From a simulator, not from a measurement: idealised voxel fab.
process module | voxel self aligned contacts
cross-section cut | 245 nm wide | cells 5 nm
A cross-section is a grid of square cells, given in bands from the top down. A band is one or more rows of cells.
Each band's line starts with the height of the band's top and of its bottom, in nm. Then come its materials from left to right, each with its width in nm. One material with "throughout" fills the band from edge to edge. "air" is empty space.
Height 0 is the level under which the wafer as received is all one material. The lowest band goes on downwards, as in "0 down".
A width such as "30 to 40" changes by the same amount from each row of cells to the next, from the band's top row to its bottom row.
"no change" after a step means that no cell of the cross-section changed.
closed voids: empty space of 8 cells or more with no open way to the top, each as width x height at its distance from the left edge, in nm
after a step's settings: what the simulator itself notes on the step
overlay nm, on a step with a mask: how far to the right of its planned place the mask lay; to the left if negative
plan
1 op RECEIVE | material Si
2 op CONFORMAL_DEP | material SiO2 | thk nm 5
3 op DIRECTIONAL_DEP | material polySi | thk nm 20
4 op DIRECTIONAL_DEP | material SiN | thk nm 20
5 op DIRECTIONAL_DEP | material aC | thk nm 10
6 op PATTERN | tone cover | mask id GATE | material resist | width nm 25 | pitch nm 55 | thk nm 25 | overlay nm 0
7 op DIRECTIONAL_ETCH | etch materials aC | depth nm 10
8 op STRIP | etch materials resist
9 op DIRECTIONAL_ETCH | etch materials SiN | depth nm 20
10 op DIRECTIONAL_ETCH | etch materials polySi | depth nm 20
11 op STRIP | etch materials aC
12 op CONFORMAL_DEP | material SiN | thk nm 5
13 op DIRECTIONAL_ETCH | etch materials SiN | depth nm 5
14 op FILL_DEP | material SiO2 | thk nm 15
15 op CMP | height nm 55
16 op MASKED_ETCH | tone open | mask id CONTACT | width nm 40 | pitch nm 55 | etch materials SiO2 | depth nm 55 | overlay nm 0
17 op CONFORMAL_DEP | material TiN | thk nm 5
18 op FILL_DEP | material Ru | thk nm 5
19 op CMP | height nm 55
20 op CONFORMAL_DEP | material SiCN | thk nm 5
first wafer, as planned
as received, after step 1
  0 down: Si throughout
  closed voids: none
after step 2
  5 to 0: SiO2 throughout
  below 0: unchanged
after step 3
  25 to 5: polySi throughout
  below 5: unchanged
after step 4
  45 to 25: SiN throughout
  below 25: unchanged
after step 5
  55 to 45: aC throughout
  below 45: unchanged
after step 6
  80 to 55: air 55 | resist 25 | air 30 | resist 25 | air 30 | resist 25 | air 55
  below 55: unchanged
after step 7
  70 to 55: air 55 | resist 25 | air 30 | resist 25 | air 30 | resist 25 | air 55
  55 to 45: air 55 | aC 25 | air 30 | aC 25 | air 30 | aC 25 | air 55
  below 45: unchanged
after step 8
  55 to 45: air 55 | aC 25 | air 30 | aC 25 | air 30 | aC 25 | air 55
  below 45: unchanged
after step 9
  55 to 45: air 55 | aC 25 | air 30 | aC 25 | air 30 | aC 25 | air 55
  45 to 25: air 55 | SiN 25 | air 30 | SiN 25 | air 30 | SiN 25 | air 55
  below 25: unchanged
after step 10
  55 to 45: air 55 | aC 25 | air 30 | aC 25 | air 30 | aC 25 | air 55
  45 to 25: air 55 | SiN 25 | air 30 | SiN 25 | air 30 | SiN 25 | air 55
  25 to 5: air 55 | polySi 25 | air 30 | polySi 25 | air 30 | polySi 25 | air 55
  below 5: unchanged
after step 11
  45 to 25: air 55 | SiN 25 | air 30 | SiN 25 | air 30 | SiN 25 | air 55
  below 25: unchanged
after step 12
  50 to 25: air 50 | SiN 35 | air 20 | SiN 35 | air 20 | SiN 35 | air 50
  25 to 10: air 50 | SiN 5 | polySi 25 | SiN 5 | air 20 | SiN 5 | polySi 25 | SiN 5 | air 20 | SiN 5 | polySi 25 | SiN 5 | air 50
  10 to 5: SiN 55 | polySi 25 | SiN 30 | polySi 25 | SiN 30 | polySi 25 | SiN 55
  below 5: unchanged
after step 13
  45 to 25: air 50 | SiN 35 | air 20 | SiN 35 | air 20 | SiN 35 | air 50
  25 to 5: air 50 | SiN 5 | polySi 25 | SiN 5 | air 20 | SiN 5 | polySi 25 | SiN 5 | air 20 | SiN 5 | polySi 25 | SiN 5 | air 50
  below 5: unchanged
after step 14
  60 to 45: SiO2 throughout
  45 to 25: SiO2 50 | SiN 35 | SiO2 20 | SiN 35 | SiO2 20 | SiN 35 | SiO2 50
  25 to 5: SiO2 50 | SiN 5 | polySi 25 | SiN 5 | SiO2 20 | SiN 5 | polySi 25 | SiN 5 | SiO2 20 | SiN 5 | polySi 25 | SiN 5 | SiO2 50
  below 5: unchanged
after step 15
  55 to 45: SiO2 throughout
  below 45: unchanged
after step 16
  55 to 45: SiO2 75 | air 40 | SiO2 15 | air 40 | SiO2 75
  45 to 25: SiO2 50 | SiN 35 | air 20 | SiN 35 | air 20 | SiN 35 | SiO2 50
  25 to 5: SiO2 50 | SiN 5 | polySi 25 | SiN 5 | air 20 | SiN 5 | polySi 25 | SiN 5 | air 20 | SiN 5 | polySi 25 | SiN 5 | SiO2 50
  5 to 0: SiO2 85 | air 20 | SiO2 35 | air 20 | SiO2 85
  below 0: unchanged
after step 17
  60 to 55: TiN 80 | air 30 | TiN 25 | air 30 | TiN 80
  55 to 45: SiO2 75 | TiN 5 to 15 | air 30 to 10 | TiN 5 to 15 | SiO2 15 | TiN 5 to 15 | air 30 to 10 | TiN 5 to 15 | SiO2 75
  45 to 25: SiO2 50 | SiN 35 | TiN 5 | air 10 | TiN 5 | SiN 35 | TiN 5 | air 10 | TiN 5 | SiN 35 | SiO2 50
  25 to 5: SiO2 50 | SiN 5 | polySi 25 | SiN 5 | TiN 5 | air 10 | TiN 5 | SiN 5 | polySi 25 | SiN 5 | TiN 5 | air 10 | TiN 5 | SiN 5 | polySi 25 | SiN 5 | SiO2 50
  5 to 0: SiO2 85 | TiN 20 | SiO2 35 | TiN 20 | SiO2 85
  below 0: unchanged
after step 18
  65 to 60: Ru throughout
  60 to 55: TiN 80 | Ru 30 | TiN 25 | Ru 30 | TiN 80
  55 to 45: SiO2 75 | TiN 5 to 15 | Ru 30 to 10 | TiN 5 to 15 | SiO2 15 | TiN 5 to 15 | Ru 30 to 10 | TiN 5 to 15 | SiO2 75
  45 to 25: SiO2 50 | SiN 35 | TiN 5 | Ru 10 | TiN 5 | SiN 35 | TiN 5 | Ru 10 | TiN 5 | SiN 35 | SiO2 50
  25 to 5: SiO2 50 | SiN 5 | polySi 25 | SiN 5 | TiN 5 | Ru 10 | TiN 5 | SiN 5 | polySi 25 | SiN 5 | TiN 5 | Ru 10 | TiN 5 | SiN 5 | polySi 25 | SiN 5 | SiO2 50
  below 5: unchanged
after step 19
  55 to 45: SiO2 75 | TiN 5 to 15 | Ru 30 to 10 | TiN 5 to 15 | SiO2 15 | TiN 5 to 15 | Ru 30 to 10 | TiN 5 to 15 | SiO2 75
  below 45: unchanged
after step 20
  60 to 55: SiCN throughout
  below 55: unchanged
second wafer: like start, like plan, one mistake. Through step 11 it matches the first wafer
when step 12 should have ended: no change
when step 13 should have ended
  40 to 25: air 55 | SiN 25 | air 30 | SiN 25 | air 30 | SiN 25 | air 55
  below 25: unchanged
when step 14 should have ended
  55 to 40: SiO2 throughout
  40 to 25: SiO2 55 | SiN 25 | SiO2 30 | SiN 25 | SiO2 30 | SiN 25 | SiO2 55
  25 to 5: SiO2 55 | polySi 25 | SiO2 30 | polySi 25 | SiO2 30 | polySi 25 | SiO2 55
  below 5: unchanged
when step 15 should have ended: no change
when step 16 should have ended
  55 to 40: SiO2 75 | air 40 | SiO2 15 | air 40 | SiO2 75
  40 to 25: SiO2 55 | SiN 25 | air 30 | SiN 25 | air 30 | SiN 25 | SiO2 55
  25 to 5: SiO2 55 | polySi 25 | air 30 | polySi 25 | air 30 | polySi 25 | SiO2 55
  5 to 0: SiO2 80 | air 30 | SiO2 25 | air 30 | SiO2 80
  below 0: unchanged
when step 17 should have ended
  60 to 55: TiN 80 | air 30 | TiN 25 | air 30 | TiN 80
  55 to 45: SiO2 75 | TiN 5 | air 30 | TiN 5 | SiO2 15 | TiN 5 | air 30 | TiN 5 | SiO2 75
  45 to 40: SiO2 75 | TiN 10 | air 20 | TiN 10 | SiO2 15 | TiN 10 | air 20 | TiN 10 | SiO2 75
  40 to 25: SiO2 55 | SiN 25 | TiN 5 | air 20 | TiN 5 | SiN 25 | TiN 5 | air 20 | TiN 5 | SiN 25 | SiO2 55
  25 to 5: SiO2 55 | polySi 25 | TiN 5 | air 20 | TiN 5 | polySi 25 | TiN 5 | air 20 | TiN 5 | polySi 25 | SiO2 55
  5 to 0: SiO2 80 | TiN 30 | SiO2 25 | TiN 30 | SiO2 80
  below 0: unchanged
when step 18 should have ended
  65 to 60: Ru throughout
  60 to 55: TiN 80 | Ru 30 | TiN 25 | Ru 30 | TiN 80
  55 to 45: SiO2 75 | TiN 5 | Ru 30 | TiN 5 | SiO2 15 | TiN 5 | Ru 30 | TiN 5 | SiO2 75
  45 to 40: SiO2 75 | TiN 10 | Ru 20 | TiN 10 | SiO2 15 | TiN 10 | Ru 20 | TiN 10 | SiO2 75
  40 to 25: SiO2 55 | SiN 25 | TiN 5 | Ru 20 | TiN 5 | SiN 25 | TiN 5 | Ru 20 | TiN 5 | SiN 25 | SiO2 55
  25 to 5: SiO2 55 | polySi 25 | TiN 5 | Ru 20 | TiN 5 | polySi 25 | TiN 5 | Ru 20 | TiN 5 | polySi 25 | SiO2 55
  below 5: unchanged
when step 19 should have ended
  55 to 45: SiO2 75 | TiN 5 | Ru 30 | TiN 5 | SiO2 15 | TiN 5 | Ru 30 | TiN 5 | SiO2 75
  below 45: unchanged
when step 20 should have ended
  60 to 55: SiCN throughout
  below 55: unchanged
what went wrong: step 12 was left out
at the end the second wafer has, in cells: 40 more of Ru | 63 fewer of SiN | 23 more of SiO2
